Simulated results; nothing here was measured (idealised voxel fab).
You're looking at the process module voxel transistor to metal.
Each square cell in cross-section cut measures 5 nm, and the section as a whole is 175 nm wide.
Each cross-section below is a grid of square cells, stated as bands in top-down order, with one or more rows of cells making up each band. It is stipulated that each band's entry specify, in nanometres, the height of the top of the band and then that of its bottom, followed by the materials of the band in left-to-right sequence, each together with its width in nanometres. A single material marked by the word "all across" is understood to fill the band from edge to edge; the word "empty" is understood to denote empty space. The reference from which all heights are counted is 0, the level beneath which the as-received wafer is entirely one material; the lowest band, having no lower bound, proceeds downward and is written after the example "0..down". Think of "30 to 40" as a width that walks from the first number to the second as you go down the band, top row to bottom row, taking equal-sized steps from row to row. Given "same as before" for a step, no cell of the cross-section differs between before and after that step. The entry titled "Closed internal voids" provides the empty spaces that have no open way to the top, restricted to those of 8 cells or more. Each is presented as width x height at distance, the distance being measured from the left edge, with all three in nm. It should be noted that, on the line of a given step, the content following the step's settings is a remark produced by the simulator itself with respect to that step. For masked steps, "overlay nm" on the step line gives how far right of plan the mask actually lay; a minus sign means it lay to the left. Reading guide: pairs of cross-sections, before and after one process step; after view cut off at lowest changed band; step and settings listed under each pair. Pairs may stem from different runs of this module on the same starting wafer; continuity with the pair above only where the "Status before step" entry states it.
### Status before step
* 65..60 | lowk all across
* 60..55 | 35 lowk  25 SiCN  50 lowk  25 SiCN  40 lowk
* 55..30 | 35 lowk  5 SiCN  15 W  5 SiCN  50 lowk  5 SiCN  15 W  5 SiCN  40 lowk
* 30..25 | 40 SiCN  15 TiN  60 SiCN  15 TiN  45 SiCN
* 25..15 | 40 SiO2  5 TiN  5 Ru  5 TiN  60 SiO2  5 TiN  5 Ru  5 TiN  45 SiO2
* 15..5 | 40 SiO2  5 TiN  5 Ru  5 TiN  5 SiO2  5 SiN  5 HfO2  5 TiN  20 W  5 TiN  5 HfO2  5 SiN  5 SiO2  5 TiN  5 Ru  5 TiN  45 SiO2
* 5..0 | 40 SiO2  15 TiN  5 SiO2  5 SiN  5 HfO2  5 TiN  20 W  5 TiN  5 HfO2  5 SiN  5 SiO2  15 TiN  45 SiO2
* 0..-5 | 30 SiO2  5 SiN  5 SiO2  10 TiN  10 nSi  5 SiN  5 HfO2  30 TiN  5 HfO2  5 SiN  10 nSi  10 TiN  5 SiO2  5 SiN  35 SiO2
* -5..-10 | 40 SiO2  10 TiN  10 nSi  5 SiO2  40 HfO2  5 SiO2  10 nSi  10 TiN  45 SiO2
* -10..-20 | 35 SiO2  25 nSi  50 Si  25 nSi  40 SiO2
* -20..-60 | 35 SiO2  100 Si  40 SiO2
* -60..down | Si all across
* Closed internal voids: none
### Section, Post-Step
* 55..30 | 35 lowk  5 SiCN  15 W  5 SiCN  50 lowk  5 SiCN  15 W  5 SiCN  40 lowk
* Under the height 30 nothing was changed.
* Closed internal voids: none
Process step bridging the above cross-sections: CMP | height nm 55
Status before step: The prior state of this step coincides with the post-step cross-section of the pair just above.
### Section, Post-Step
* 60..55 | SiCN all across
* Under the height 55 nothing was changed.
* Closed internal voids: none
Process step bridging the above cross-sections: CONFORMAL_DEP | material SiCN | thk nm 5
### Status before step
* 25..20 | 55 empty  15 TiN  30 empty  15 TiN  60 empty
* 20..15 | 60 TiN  5 SiN  5 TiN  30 empty  5 TiN  5 SiN  65 TiN
* 15..0 | 60 SiO2  5 SiN  5 TiN  30 empty  5 TiN  5 SiN  65 SiO2
* 0..-5 | 30 SiO2  5 SiN  15 SiO2  10 nSi  5 SiN  5 TiN  30 empty  5 TiN  5 SiN  10 nSi  15 SiO2  5 SiN  35 SiO2
* -5..-10 | 50 SiO2  10 nSi  5 SiO2  40 TiN  5 SiO2  10 nSi  55 SiO2
* -10..-20 | 35 SiO2  25 nSi  50 Si  25 nSi  40 SiO2
* -20..-35 | 35 SiO2  100 Si  40 SiO2
* -35..down | Si all across
* Closed internal voids: none
### Section, Post-Step
* 30..25 | 50 empty  25 HfO2  20 empty  25 HfO2  55 empty
* 25..20 | 55 HfO2  15 TiN  5 HfO2  20 empty  5 HfO2  15 TiN  60 HfO2
* 20..15 | 60 TiN  5 SiN  5 TiN  5 HfO2  20 empty  5 HfO2  5 TiN  5 SiN  65 TiN
* 15..0 | 60 SiO2  5 SiN  5 TiN  5 HfO2  20 empty  5 HfO2  5 TiN  5 SiN  65 SiO2
* 0..-5 | 30 SiO2  5 SiN  15 SiO2  10 nSi  5 SiN  5 TiN  30 HfO2  5 TiN  5 SiN  10 nSi  15 SiO2  5 SiN  35 SiO2
* Under the height -5 nothing was changed.
* Closed internal voids: none
Process step bridging the above cross-sections: CONFORMAL_DEP | material HfO2 | thk nm 5
Status before step: The prior state of this step coincides with the post-step cross-section of the pair just above.
### Section, Post-Step
* 40..30 | W all across
* 30..25 | 50 W  25 HfO2  20 W  25 HfO2  55 W
* 25..20 | 55 HfO2  15 TiN  5 HfO2  20 W  5 HfO2  15 TiN  60 HfO2
* 20..15 | 60 TiN  5 SiN  5 TiN  5 HfO2  20 W  5 HfO2  5 TiN  5 SiN  65 TiN
* 15..0 | 60 SiO2  5 SiN  5 TiN  5 HfO2  20 W  5 HfO2  5 TiN  5 SiN  65 SiO2
* Under the height 0 nothing was changed.
* Closed internal voids: none
Process step bridging the above cross-sections: FILL_DEP | material W | thk nm 10
Status before step: The prior state of this step coincides with the post-step cross-section of the pair just above.
### Section, Post-Step
* 15..0 | 60 SiO2  5 SiN  5 TiN  5 HfO2  20 W  5 HfO2  5 TiN  5 SiN  65 SiO2
* Under the height 0 nothing was changed.
* Closed internal voids: none
Process step bridging the above cross-sections: CMP | height nm 15
Status before step: The prior state of this step coincides with the post-step cross-section of the pair just above.
### Section, Post-Step
* 25..15 | SiO2 all across
* Under the height 15 nothing was changed.
* Closed internal voids: none
Process step bridging the above cross-sections: DIRECTIONAL_DEP | material SiO2 | thk nm 10
Status before step: The prior state of this step coincides with the post-step cross-section of the pair just above.
### Section, Post-Step
* 40..25 | aC all across
* Under the height 25 nothing was changed.
* Closed internal voids: none
Process step bridging the above cross-sections: DIRECTIONAL_DEP | material aC | thk nm 15
Status before step: The prior state of this step coincides with the post-step cross-section of the pair just above.
### Section, Post-Step
* 75..40 | 40 resist  15 empty  60 resist  15 empty  45 resist
* Under the height 40 nothing was changed.
* Closed internal voids: none
Process step bridging the above cross-sections: PATTERN | tone open | mask id CONTACT | material resist | width nm 15 | pitch nm 75 | thk nm 35 | overlay nm 0
Status before step: The prior state of this step coincides with the post-step cross-section of the pair just above.
### Section, Post-Step
* 60..40 | 40 resist  15 empty  60 resist  15 empty  45 resist
* 40..25 | 40 aC  15 empty  60 aC  15 empty  45 aC
* Under the height 25 nothing was changed.
* Closed internal voids: none
Process step bridging the above cross-sections: DIRECTIONAL_ETCH | etch materials aC | depth nm 15
Status before step: The prior state of this step coincides with the post-step cross-section of the pair just above.
### Section, Post-Step
* 40..25 | 40 aC  15 empty  60 aC  15 empty  45 aC
* Under the height 25 nothing was changed.
* Closed internal voids: none
Process step bridging the above cross-sections: STRIP | etch materials resist
Status before step: The prior state of this step coincides with the post-step cross-section of the pair just above.
### Section, Post-Step
* 40..25 | 40 aC  15 empty  60 aC  15 empty  45 aC
* 25..15 | 40 SiO2  15 empty  60 SiO2  15 empty  45 SiO2
* 15..0 | 40 SiO2  15 empty  5 SiO2  5 SiN  5 TiN  5 HfO2  20 W  5 HfO2  5 TiN  5 SiN  5 SiO2  15 empty  45 SiO2
* 0..-5 | 30 SiO2  5 SiN  5 SiO2  10 empty  10 nSi  5 SiN  5 TiN  30 HfO2  5 TiN  5 SiN  10 nSi  10 empty  5 SiO2  5 SiN  35 SiO2
* -5..-10 | 40 SiO2  10 empty  10 nSi  5 SiO2  40 TiN  5 SiO2  10 nSi  10 empty  45 SiO2
* Under the height -10 nothing was changed.
* Closed internal voids: none
Process step bridging the above cross-sections: DIRECTIONAL_ETCH | etch materials SiO2 | depth nm 35
Status before step: The prior state of this step coincides with the post-step cross-section of the pair just above.
### Section, Post-Step
* 25..15 | 40 SiO2  15 empty  60 SiO2  15 empty  45 SiO2
* Under the height 15 nothing was changed.
* Closed internal voids: none
Process step bridging the above cross-sections: STRIP | etch materials aC
Status before step: The prior state of this step coincides with the post-step cross-section of the pair just above.
### Section, Post-Step
* 30..25 | 45 TiN  5 empty  70 TiN  5 empty  50 TiN
* 25..15 | 40 SiO2  5 TiN  5 empty  5 TiN  60 SiO2  5 TiN  5 empty  5 TiN  45 SiO2
* 15..5 | 40 SiO2  5 TiN  5 empty  5 TiN  5 SiO2  5 SiN  5 TiN  5 HfO2  20 W  5 HfO2  5 TiN  5 SiN  5 SiO2  5 TiN  5 empty  5 TiN  45 SiO2
* 5..0 | 40 SiO2  15 TiN  5 SiO2  5 SiN  5 TiN  5 HfO2  20 W  5 HfO2  5 TiN  5 SiN  5 SiO2  15 TiN  45 SiO2
* 0..-5 | 30 SiO2  5 SiN  5 SiO2  10 TiN  10 nSi  5 SiN  5 TiN  30 HfO2  5 TiN  5 SiN  10 nSi  10 TiN  5 SiO2  5 SiN  35 SiO2
* -5..-10 | 40 SiO2  10 TiN  10 nSi  5 SiO2  40 TiN  5 SiO2  10 nSi  10 TiN  45 SiO2
* Under the height -10 nothing was changed.
* Closed internal voids: none
Process step bridging the above cross-sections: CONFORMAL_DEP | material TiN | thk nm 5
Status before step: The prior state of this step coincides with the post-step cross-section of the pair just above.
### Section, Post-Step
* 35..30 | Ru all across
* 30..25 | 45 TiN  5 Ru  70 TiN  5 Ru  50 TiN
* 25..15 | 40 SiO2  5 TiN  5 Ru  5 TiN  60 SiO2  5 TiN  5 Ru  5 TiN  45 SiO2
* 15..5 | 40 SiO2  5 TiN  5 Ru  5 TiN  5 SiO2  5 SiN  5 TiN  5 HfO2  20 W  5 HfO2  5 TiN  5 SiN  5 SiO2  5 TiN  5 Ru  5 TiN  45 SiO2
* Under the height 5 nothing was changed.
* Closed internal voids: none
Process step bridging the above cross-sections: FILL_DEP | material Ru | thk nm 5
Status before step: The prior state of this step coincides with the post-step cross-section of the pair just above.
### Section, Post-Step
* 25..15 | 40 SiO2  5 TiN  5 Ru  5 TiN  60 SiO2  5 TiN  5 Ru  5 TiN  45 SiO2
* Under the height 15 nothing was changed.
* Closed internal voids: none
Process step bridging the above cross-sections: CMP | height nm 25
Status before step: The prior state of this step coincides with the post-step cross-section of the pair just above.
### Section, Post-Step
* 30..25 | TiN all across
* Under the height 25 nothing was changed.
* Closed internal voids: none
Process step bridging the above cross-sections: DIRECTIONAL_DEP | material TiN | thk nm 5
Status before step: The prior state of this step coincides with the post-step cross-section of the pair just above.
### Section, Post-Step
* 55..30 | W all across
* Under the height 30 nothing was changed.
* Closed internal voids: none
Process step bridging the above cross-sections: DIRECTIONAL_DEP | material W | thk nm 25
Status before step: The prior state of this step coincides with the post-step cross-section of the pair just above.
### Section, Post-Step
* 65..55 | aC all across
* Under the height 55 nothing was changed.
* Closed internal voids: none
Process step bridging the above cross-sections: DIRECTIONAL_DEP | material aC | thk nm 10
Status before step: The prior state of this step coincides with the post-step cross-section of the pair just above.
### Section, Post-Step
* 90..65 | 40 empty  15 resist  60 empty  15 resist  45 empty
* Under the height 65 nothing was changed.
* Closed internal voids: none
Process step bridging the above cross-sections: PATTERN | tone cover | mask id METAL_1 | material resist | width nm 15 | pitch nm 75 | thk nm 25 | overlay nm 0
Status before step: The prior state of this step coincides with the post-step cross-section of the pair just above.
### Section, Post-Step
* 80..65 | 40 empty  15 resist  60 empty  15 resist  45 empty
* 65..55 | 40 empty  15 aC  60 empty  15 aC  45 empty
* Under the height 55 nothing was changed.
* Closed internal voids: none
Process step bridging the above cross-sections: DIRECTIONAL_ETCH | etch materials aC | depth nm 10
Status before step: The prior state of this step coincides with the post-step cross-section of the pair just above.
### Section, Post-Step
* 65..55 | 40 empty  15 aC  60 empty  15 aC  45 empty
* Under the height 55 nothing was changed.
* Closed internal voids: none
Process step bridging the above cross-sections: STRIP | etch materials resist
Status before step: The prior state of this step coincides with the post-step cross-section of the pair just above.
### Section, Post-Step
* 65..55 | 40 empty  15 aC  60 empty  15 aC  45 empty
* 55..30 | 40 empty  15 W  60 empty  15 W  45 empty
* Under the height 30 nothing was changed.
* Closed internal voids: none
Process step bridging the above cross-sections: DIRECTIONAL_ETCH | etch materials W | depth nm 25
Status before step: The prior state of this step coincides with the post-step cross-section of the pair just above.
### Section, Post-Step
* 65..55 | 40 empty  15 aC  60 empty  15 aC  45 empty
* 55..30 | 40 empty  15 W  60 empty  15 W  45 empty
* 30..25 | 40 empty  15 TiN  60 empty  15 TiN  45 empty
* Under the height 25 nothing was changed.
* Closed internal voids: none
Process step bridging the above cross-sections: DIRECTIONAL_ETCH | etch materials TiN | depth nm 5
Status before step: The prior state of this step coincides with the post-step cross-section of the pair just above.
### Section, Post-Step
* 55..30 | 40 empty  15 W  60 empty  15 W  45 empty
* Under the height 30 nothing was changed.
* Closed internal voids: none
Process step bridging the above cross-sections: STRIP | etch materials aC
Status before step: The prior state of this step coincides with the post-step cross-section of the pair just above.
### Section, Post-Step
* 60..55 | 35 empty  25 SiCN  50 empty  25 SiCN  40 empty
* 55..30 | 35 empty  5 SiCN  15 W  5 SiCN  50 empty  5 SiCN  15 W  5 SiCN  40 empty
* 30..25 | 40 SiCN  15 TiN  60 SiCN  15 TiN  45 SiCN
* Under the height 25 nothing was changed.
* Closed internal voids: none
Process step bridging the above cross-sections: CONFORMAL_DEP | material SiCN | thk nm 5
Status before step: The prior state of this step coincides with the post-step cross-section of the pair just above.
### Section, Post-Step
* 65..60 | lowk all across
* 60..55 | 35 lowk  25 SiCN  50 lowk  25 SiCN  40 lowk
* 55..30 | 35 lowk  5 SiCN  15 W  5 SiCN  50 lowk  5 SiCN  15 W  5 SiCN  40 lowk
* Under the height 30 nothing was changed.
* Closed internal voids: none
Process step bridging the above cross-sections: FILL_DEP | material lowk | thk nm 5
Status before step: The prior state of this step coincides with the post-step cross-section of the pair just above.
### Section, Post-Step
* 55..30 | 35 lowk  5 SiCN  15 W  5 SiCN  50 lowk  5 SiCN  15 W  5 SiCN  40 lowk
* Under the height 30 nothing was changed.
* Closed internal voids: none
Process step bridging the above cross-sections: CMP | height nm 55
Status before step: The prior state of this step coincides with the post-step cross-section of the pair just above.
### Section, Post-Step
* 60..55 | SiCN all across
* Under the height 55 nothing was changed.
* Closed internal voids: none
Process step bridging the above cross-sections: CONFORMAL_DEP | material SiCN | thk nm 5
### Status before step
* 20..15 | 60 empty  5 SiN  40 empty  5 SiN  65 empty
* 15..0 | 60 SiO2  5 SiN  40 empty  5 SiN  65 SiO2
* 0..-5 | 30 SiO2  5 SiN  15 SiO2  10 nSi  5 SiN  40 empty  5 SiN  10 nSi  15 SiO2  5 SiN  35 SiO2
* -5..-10 | 50 SiO2  10 nSi  5 SiO2  40 empty  5 SiO2  10 nSi  55 SiO2
* -10..-20 | 35 SiO2  25 nSi  50 Si  25 nSi  40 SiO2
* -20..-35 | 35 SiO2  100 Si  40 SiO2
* -35..down | Si all across
* Closed internal voids: none
### Section, Post-Step
* 35..30 | 45 empty  35 HfO2  10 empty  35 HfO2  50 empty
* 30..20 | 80 HfO2  10 empty  85 HfO2
* 20..15 | 60 HfO2  5 SiN  15 HfO2  10 empty  15 HfO2  5 SiN  65 HfO2
* 15..5 | 60 SiO2  5 SiN  15 HfO2  10 empty  15 HfO2  5 SiN  65 SiO2
* 5..0 | 60 SiO2  5 SiN  40 HfO2  5 SiN  65 SiO2
* 0..-5 | 30 SiO2  5 SiN  15 SiO2  10 nSi  5 SiN  40 HfO2  5 SiN  10 nSi  15 SiO2  5 SiN  35 SiO2
* -5..-10 | 50 SiO2  10 nSi  5 SiO2  40 HfO2  5 SiO2  10 nSi  55 SiO2
* Under the height -10 nothing was changed.
* Closed internal voids: none
Process step bridging the above cross-sections: CONFORMAL_DEP | material HfO2 | thk nm 15
Status before step: The prior state of this step coincides with the post-step cross-section of the pair just above.
### Section, Post-Step
* 40..35 | 40 empty  90 TiN  45 empty
* 35..30 | 45 TiN  35 HfO2  10 TiN  35 HfO2  50 TiN
* 30..20 | 80 HfO2  10 TiN  85 HfO2
* 20..15 | 60 HfO2  5 SiN  15 HfO2  10 TiN  15 HfO2  5 SiN  65 HfO2
* 15..5 | 60 SiO2  5 SiN  15 HfO2  10 TiN  15 HfO2  5 SiN  65 SiO2
* Under the height 5 nothing was changed.
* Closed internal voids: none
Process step bridging the above cross-sections: CONFORMAL_DEP | material TiN | thk nm 5
Status before step: The prior state of this step coincides with the post-step cross-section of the pair just above.
### Section, Post-Step
* 50..40 | W all across
* 40..35 | 40 W  90 TiN  45 W
* Under the height 35 nothing was changed.
* Closed internal voids: none
Process step bridging the above cross-sections: FILL_DEP | material W | thk nm 10
Status before step: The prior state of this step coincides with the post-step cross-section of the pair just above.
### Section, Post-Step
* 15..5 | 60 SiO2  5 SiN  15 HfO2  10 TiN  15 HfO2  5 SiN  65 SiO2
* Under the height 5 nothing was changed.
* Closed internal voids: none
Process step bridging the above cross-sections: CMP | height nm 15
Status before step: The prior state of this step coincides with the post-step cross-section of the pair just above.
### Section, Post-Step
* 25..15 | SiO2 all across
* Under the height 15 nothing was changed.
* Closed internal voids: none
Process step bridging the above cross-sections: DIRECTIONAL_DEP | material SiO2 | thk nm 10
Status before step: The prior state of this step coincides with the post-step cross-section of the pair just above.
### Section, Post-Step
* 40..25 | aC all across
* Under the height 25 nothing was changed.
* Closed internal voids: none
Process step bridging the above cross-sections: DIRECTIONAL_DEP | material aC | thk nm 15
Status before step: The prior state of this step coincides with the post-step cross-section of the pair just above.
### Section, Post-Step
* 75..40 | 40 resist  15 empty  60 resist  15 empty  45 resist
* Under the height 40 nothing was changed.
* Closed internal voids: none
Process step bridging the above cross-sections: PATTERN | tone open | mask id CONTACT | material resist | width nm 15 | pitch nm 75 | thk nm 35 | overlay nm 0
Status before step: The prior state of this step coincides with the post-step cross-section of the pair just above.
### Section, Post-Step
* 60..40 | 40 resist  15 empty  60 resist  15 empty  45 resist
* 40..25 | 40 aC  15 empty  60 aC  15 empty  45 aC
* Under the height 25 nothing was changed.
* Closed internal voids: none
Process step bridging the above cross-sections: DIRECTIONAL_ETCH | etch materials aC | depth nm 15
Status before step: The prior state of this step coincides with the post-step cross-section of the pair just above.
### Section, Post-Step
* 40..25 | 40 aC  15 empty  60 aC  15 empty  45 aC
* Under the height 25 nothing was changed.
* Closed internal voids: none
Process step bridging the above cross-sections: STRIP | etch materials resist
Status before step: The prior state of this step coincides with the post-step cross-section of the pair just above.
### Section, Post-Step
* 40..25 | 40 aC  15 empty  60 aC  15 empty  45 aC
* 25..15 | 40 SiO2  15 empty  60 SiO2  15 empty  45 SiO2
* 15..5 | 40 SiO2  15 empty  5 SiO2  5 SiN  15 HfO2  10 TiN  15 HfO2  5 SiN  5 SiO2  15 empty  45 SiO2
* 5..0 | 40 SiO2  15 empty  5 SiO2  5 SiN  40 HfO2  5 SiN  5 SiO2  15 empty  45 SiO2
* 0..-5 | 30 SiO2  5 SiN  5 SiO2  10 empty  10 nSi  5 SiN  40 HfO2  5 SiN  10 nSi  10 empty  5 SiO2  5 SiN  35 SiO2
* -5..-10 | 40 SiO2  10 empty  10 nSi  5 SiO2  40 HfO2  5 SiO2  10 nSi  10 empty  45 SiO2
* Under the height -10 nothing was changed.
* Closed internal voids: none
Process step bridging the above cross-sections: DIRECTIONAL_ETCH | etch materials SiO2 | depth nm 35
Status before step: The prior state of this step coincides with the post-step cross-section of the pair just above.
### Section, Post-Step
* 25..15 | 40 SiO2  15 empty  60 SiO2  15 empty  45 SiO2
* Under the height 15 nothing was changed.
* Closed internal voids: none
Process step bridging the above cross-sections: STRIP | etch materials aC
Status before step: The prior state of this step coincides with the post-step cross-section of the pair just above.
### Section, Post-Step
* 30..25 | 45 TiN  5 empty  70 TiN  5 empty  50 TiN
* 25..15 | 40 SiO2  5 TiN  5 empty  5 TiN  60 SiO2  5 TiN  5 empty  5 TiN  45 SiO2
* 15..5 | 40 SiO2  5 TiN  5 empty  5 TiN  5 SiO2  5 SiN  15 HfO2  10 TiN  15 HfO2  5 SiN  5 SiO2  5 TiN  5 empty  5 TiN  45 SiO2
* 5..0 | 40 SiO2  15 TiN  5 SiO2  5 SiN  40 HfO2  5 SiN  5 SiO2  15 TiN  45 SiO2
* 0..-5 | 30 SiO2  5 SiN  5 SiO2  10 TiN  10 nSi  5 SiN  40 HfO2  5 SiN  10 nSi  10 TiN  5 SiO2  5 SiN  35 SiO2
* -5..-10 | 40 SiO2  10 TiN  10 nSi  5 SiO2  40 HfO2  5 SiO2  10 nSi  10 TiN  45 SiO2
* Under the height -10 nothing was changed.
* Closed internal voids: none
Process step bridging the above cross-sections: CONFORMAL_DEP | material TiN | thk nm 5
Status before step: The prior state of this step coincides with the post-step cross-section of the pair just above.
### Section, Post-Step
* 35..30 | Ru all across
* 30..25 | 45 TiN  5 Ru  70 TiN  5 Ru  50 TiN
* 25..15 | 40 SiO2  5 TiN  5 Ru  5 TiN  60 SiO2  5 TiN  5 Ru  5 TiN  45 SiO2
* 15..5 | 40 SiO2  5 TiN  5 Ru  5 TiN  5 SiO2  5 SiN  15 HfO2  10 TiN  15 HfO2  5 SiN  5 SiO2  5 TiN  5 Ru  5 TiN  45 SiO2
* Under the height 5 nothing was changed.
* Closed internal voids: none
Process step bridging the above cross-sections: FILL_DEP | material Ru | thk nm 5
Status before step: The prior state of this step coincides with the post-step cross-section of the pair just above.
### Section, Post-Step
* 25..15 | 40 SiO2  5 TiN  5 Ru  5 TiN  60 SiO2  5 TiN  5 Ru  5 TiN  45 SiO2
* Under the height 15 nothing was changed.
* Closed internal voids: none
Process step bridging the above cross-sections: CMP | height nm 25
Status before step: The prior state of this step coincides with the post-step cross-section of the pair just above.
### Section, Post-Step
* 30..25 | TiN all across
* Under the height 25 nothing was changed.
* Closed internal voids: none
Process step bridging the above cross-sections: DIRECTIONAL_DEP | material TiN | thk nm 5
Status before step: The prior state of this step coincides with the post-step cross-section of the pair just above.
### Section, Post-Step
* 55..30 | W all across
* Under the height 30 nothing was changed.
* Closed internal voids: none
Process step bridging the above cross-sections: DIRECTIONAL_DEP | material W | thk nm 25
Status before step: The prior state of this step coincides with the post-step cross-section of the pair just above.
### Section, Post-Step
* 65..55 | aC all across
* Under the height 55 nothing was changed.
* Closed internal voids: none
Process step bridging the above cross-sections: DIRECTIONAL_DEP | material aC | thk nm 10
Status before step: The prior state of this step coincides with the post-step cross-section of the pair just above.
### Section, Post-Step
* 90..65 | 40 empty  15 resist  60 empty  15 resist  45 empty
* Under the height 65 nothing was changed.
* Closed internal voids: none
Process step bridging the above cross-sections: PATTERN | tone cover | mask id METAL_1 | material resist | width nm 15 | pitch nm 75 | thk nm 25 | overlay nm 0
Status before step: The prior state of this step coincides with the post-step cross-section of the pair just above.
### Section, Post-Step
* 80..65 | 40 empty  15 resist  60 empty  15 resist  45 empty
* 65..55 | 40 empty  15 aC  60 empty  15 aC  45 empty
* Under the height 55 nothing was changed.
* Closed internal voids: none
Process step bridging the above cross-sections: DIRECTIONAL_ETCH | etch materials aC | depth nm 10
Status before step: The prior state of this step coincides with the post-step cross-section of the pair just above.
### Section, Post-Step
* 65..55 | 40 empty  15 aC  60 empty  15 aC  45 empty
* Under the height 55 nothing was changed.
* Closed internal voids: none
Process step bridging the above cross-sections: STRIP | etch materials resist
Status before step: The prior state of this step coincides with the post-step cross-section of the pair just above.
### Section, Post-Step
* 65..55 | 40 empty  15 aC  60 empty  15 aC  45 empty
* 55..30 | 40 empty  15 W  60 empty  15 W  45 empty
* Under the height 30 nothing was changed.
* Closed internal voids: none
Process step bridging the above cross-sections: DIRECTIONAL_ETCH | etch materials W | depth nm 25
Status before step: The prior state of this step coincides with the post-step cross-section of the pair just above.
### Section, Post-Step
* 65..55 | 40 empty  15 aC  60 empty  15 aC  45 empty
* 55..30 | 40 empty  15 W  60 empty  15 W  45 empty
* 30..25 | 40 empty  15 TiN  60 empty  15 TiN  45 empty
* Under the height 25 nothing was changed.
* Closed internal voids: none
Process step bridging the above cross-sections: DIRECTIONAL_ETCH | etch materials TiN | depth nm 5
Status before step: The prior state of this step coincides with the post-step cross-section of the pair just above.
### Section, Post-Step
* 55..30 | 40 empty  15 W  60 empty  15 W  45 empty
* Under the height 30 nothing was changed.
* Closed internal voids: none
Process step bridging the above cross-sections: STRIP | etch materials aC
Status before step: The prior state of this step coincides with the post-step cross-section of the pair just above.
### Section, Post-Step
* 60..55 | 35 empty  25 SiCN  50 empty  25 SiCN  40 empty
* 55..30 | 35 empty  5 SiCN  15 W  5 SiCN  50 empty  5 SiCN  15 W  5 SiCN  40 empty
* 30..25 | 40 SiCN  15 TiN  60 SiCN  15 TiN  45 SiCN
* Under the height 25 nothing was changed.
* Closed internal voids: none
Process step bridging the above cross-sections: CONFORMAL_DEP | material SiCN | thk nm 5
Status before step: The prior state of this step coincides with the post-step cross-section of the pair just above.
### Section, Post-Step
* 65..60 | lowk all across
* 60..55 | 35 lowk  25 SiCN  50 lowk  25 SiCN  40 lowk
* 55..30 | 35 lowk  5 SiCN  15 W  5 SiCN  50 lowk  5 SiCN  15 W  5 SiCN  40 lowk
* Under the height 30 nothing was changed.
* Closed internal voids: none
Process step bridging the above cross-sections: FILL_DEP | material lowk | thk nm 5
Status before step: The prior state of this step coincides with the post-step cross-section of the pair just above.
### Section, Post-Step
* 55..30 | 35 lowk  5 SiCN  15 W  5 SiCN  50 lowk  5 SiCN  15 W  5 SiCN  40 lowk
* Under the height 30 nothing was changed.
* Closed internal voids: none
Process step bridging the above cross-sections: CMP | height nm 55
Status before step: The prior state of this step coincides with the post-step cross-section of the pair just above.
### Section, Post-Step
* 60..55 | SiCN all across
* Under the height 55 nothing was changed.
* Closed internal voids: none
Process step bridging the above cross-sections: CONFORMAL_DEP | material SiCN | thk nm 5
### Status before step
* 10..0 | SiN all across
* 0..-5 | SiO2 all across
* -5..down | Si all across
* Closed internal voids: none
### Section, Post-Step
* 10..0 | 25 empty  120 SiN  30 empty
* Under the height 0 nothing was changed.
* Closed internal voids: none
Process step bridging the above cross-sections: MASKED_ETCH | tone cover | mask id ACTIVE | width nm 120 | etch materials SiN | depth nm 10 | overlay nm 0
Status before step: The prior state of this step coincides with the post-step cross-section of the pair just above.
### Section, Post-Step
* 10..0 | 25 empty  120 SiN  30 empty
* 0..-5 | 25 empty  120 SiO2  30 empty
* Under the height -5 nothing was changed.
* Closed internal voids: none
Process step bridging the above cross-sections: MASKED_ETCH | tone cover | mask id ACTIVE | width nm 110 | etch materials SiO2 | depth nm 5 | overlay nm 0
Status before step: The prior state of this step coincides with the post-step cross-section of the pair just above.
### Section, Post-Step
* 10..0 | 25 empty  120 SiN  30 empty
* 0..-5 | 25 empty  120 SiO2  30 empty
* -5..-30 | 25 empty  120 Si  30 empty
* Under the height -30 nothing was changed.
* Closed internal voids: none
Process step bridging the above cross-sections: MASKED_ETCH | tone cover | mask id ACTIVE | width nm 110 | etch materials Si | depth nm 25 | overlay nm 0
Status before step: The prior state of this step coincides with the post-step cross-section of the pair just above.
### Section, Post-Step
* 10..0 | 25 empty  120 SiN  30 empty
* 0..-5 | 25 empty  120 SiO2  30 empty
* -5..-30 | 25 empty  5 SiO2  110 Si  5 SiO2  30 empty
* -30..-35 | 30 SiO2  110 Si  35 SiO2
* Under the height -35 nothing was changed.
* Closed internal voids: none
Process step bridging the above cross-sections: OXIDIZE | depth nm 5
Status before step: The prior state of this step coincides with the post-step cross-section of the pair just above.
### Section, Post-Step
* 15..10 | SiO2 all across
* 10..0 | 25 SiO2  120 SiN  30 SiO2
* 0..-5 | SiO2 all across
* -5..-35 | 30 SiO2  110 Si  35 SiO2
* Under the height -35 nothing was changed.
* Closed internal voids: none
Process step bridging the above cross-sections: FILL_DEP | material SiO2 | thk nm 5
Status before step: The prior state of this step coincides with the post-step cross-section of the pair just above.
### Section, Post-Step
* 10..0 | 25 SiO2  120 SiN  30 SiO2
* Under the height 0 nothing was changed.
* Closed internal voids: none
Process step bridging the above cross-sections: CMP | height nm 10
Status before step: The prior state of this step coincides with the post-step cross-section of the pair just above.
### Section, Post-Step
* 10..5 | 25 empty  120 SiN  30 empty
* Under the height 5 nothing was changed.
* Closed internal voids: none
Process step bridging the above cross-sections: SELECTIVE_ETCH | etch materials SiO2 | depth nm 5
Status before step: The prior state of this step coincides with the post-step cross-section of the pair just above.
### Section, Post-Step
* 5..0 | 25 SiO2  120 empty  30 SiO2
* Under the height 0 nothing was changed.
* Closed internal voids: none
Process step bridging the above cross-sections: STRIP | etch materials SiN
Status before step: The prior state of this step coincides with the post-step cross-section of the pair just above.
### Section, Post-Step
* 0..-5 | 20 SiO2  130 empty  25 SiO2
* Under the height -5 nothing was changed.
* Closed internal voids: none
Process step bridging the above cross-sections: SELECTIVE_ETCH | etch materials SiO2 | depth nm 5
Status before step: The prior state of this step coincides with the post-step cross-section of the pair just above.
### Section, Post-Step
* 0..-5 | 20 SiO2  130 empty  25 SiO2
* -5..-10 | SiO2 all across
* Under the height -10 nothing was changed.
* Closed internal voids: none
Process step bridging the above cross-sections: OXIDIZE | depth nm 5
Status before step: The prior state of this step coincides with the post-step cross-section of the pair just above.
### Section, Post-Step
* 25..20 | 20 polySi  130 empty  25 polySi
* 20..0 | polySi all across
* 0..-5 | 20 SiO2  130 polySi  25 SiO2
* Under the height -5 nothing was changed.
* Closed internal voids: none
Process step bridging the above cross-sections: DIRECTIONAL_DEP | material polySi | thk nm 25
Status before step: The prior state of this step coincides with the post-step cross-section of the pair just above.
### Section, Post-Step
* 40..35 | 20 SiCN  130 empty  25 SiCN
* 35..25 | SiCN all across
* 25..20 | 20 polySi  130 SiCN  25 polySi
* Under the height 20 nothing was changed.
* Closed internal voids: none
Process step bridging the above cross-sections: DIRECTIONAL_DEP | material SiCN | thk nm 15
